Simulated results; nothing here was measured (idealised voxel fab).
Title: Process Module voxel ribs on slabs
185 nm wide, 5 nm square cells: that's cross-section cut.
The cross-sections in this document take the form of a grid made of square cells. They are written out as bands, in order from top to bottom. Each band consists of one or more rows of cells.
Read a band's entry like this: the first values are the height of its top and the height of its bottom in nm, and what follows is the sequence of materials from left to right, each with its width in nm. Note that "air" is empty space, and that a single material marked "full width" reaches across the band from edge to edge.
The reference from which all heights are counted is 0, the level beneath which the as-received wafer is entirely one material; the lowest band, having no lower bound, proceeds downward and is written after the example "z 0 and below".
The width entry "30..40" should be interpreted row by row: the top row of cells in the band takes the first number, the bottom row takes the second number, and the change between adjacent rows is uniform throughout.
A step reported as "identical to before" is a step in which no cell of the cross-section changed.
Look at "Closed cavities" for the closed voids: empty spaces with no open path to the top, sized 8 cells or up. Each is width x height at distance, distance from the left edge, all nm.
That trailing text on a step's line, after the settings, is the simulator's own remark on the step.
overlay nm: mask right of planned place by this much (step with mask). Neg. = left.
Below is the list of planned process steps
- 1: RECEIVE: material Si
- 2: DIRECTIONAL_DEP: material SiO2, thk nm 30
- 3: DIRECTIONAL_DEP: material polySi, thk nm 20
- 4: PATTERN: tone cover, mask id RIB, material resist, width nm 25, thk nm 20, overlay nm 0
- 5: DIRECTIONAL_ETCH: etch materials polySi, depth nm 15
- 6: STRIP: etch materials resist
- 7: PATTERN: tone cover, mask id SLAB, material resist, width nm 75, thk nm 20, overlay nm 0
- 8: DIRECTIONAL_ETCH: etch materials polySi, depth nm 5
- 9: STRIP: etch materials resist
- 10: FILL_DEP: material SiO2, thk nm 30
- 11: CMP: height nm 70
- 12: DIRECTIONAL_DEP: material W, thk nm 10
- 13: DIRECTIONAL_DEP: material aC, thk nm 10
- 14: PATTERN: tone cover, mask id HEATER, material resist, width nm 35, thk nm 30, overlay nm 0
- 15: DIRECTIONAL_ETCH: etch materials aC, depth nm 10
- 16: STRIP: etch materials resist
- 17: DIRECTIONAL_ETCH: etch materials W, depth nm 10
- 18: STRIP: etch materials aC
- 19: CONFORMAL_DEP: material SiN, thk nm 5
As-received wafer cross-section (after step 1)
  z 0 and below = Si full width
  Closed cavities: none
As-planned run: cross-section of the first of two wafers at end of module
  z 85 to 80 = 70 of air, 45 of SiN, 70 of air
  z 80 to 75 = 70 of air, 5 of SiN, 35 of W, 5 of SiN, 70 of air
  z 75 to 70 = 75 of SiN, 35 of W, 75 of SiN
  z 70 to 50 = SiO2 full width
  z 50 to 35 = 80 of SiO2, 25 of polySi, 80 of SiO2
  z 35 to 30 = 55 of SiO2, 75 of polySi, 55 of SiO2
  z 30 to 0 = SiO2 full width
  z 0 and below = Si full width
  Closed cavities: none
Module end: cross-section of wafer two of two. Same start and process plan as the first wafer. One mistake during execution
  z 80 to 70 = 75 of air, 35 of W, 75 of air
  z 70 to 50 = SiO2 full width
  z 50 to 35 = 80 of SiO2, 25 of polySi, 80 of SiO2
  z 35 to 30 = 55 of SiO2, 75 of polySi, 55 of SiO2
  z 30 to 0 = SiO2 full width
  z 0 and below = Si full width
  Closed cavities: none
Short version of what went wrong: the plan's step 19 went unexecuted, having been skipped
Count the cells at the end and the second wafer has more or fewer of some materials than the first: -41 SiN
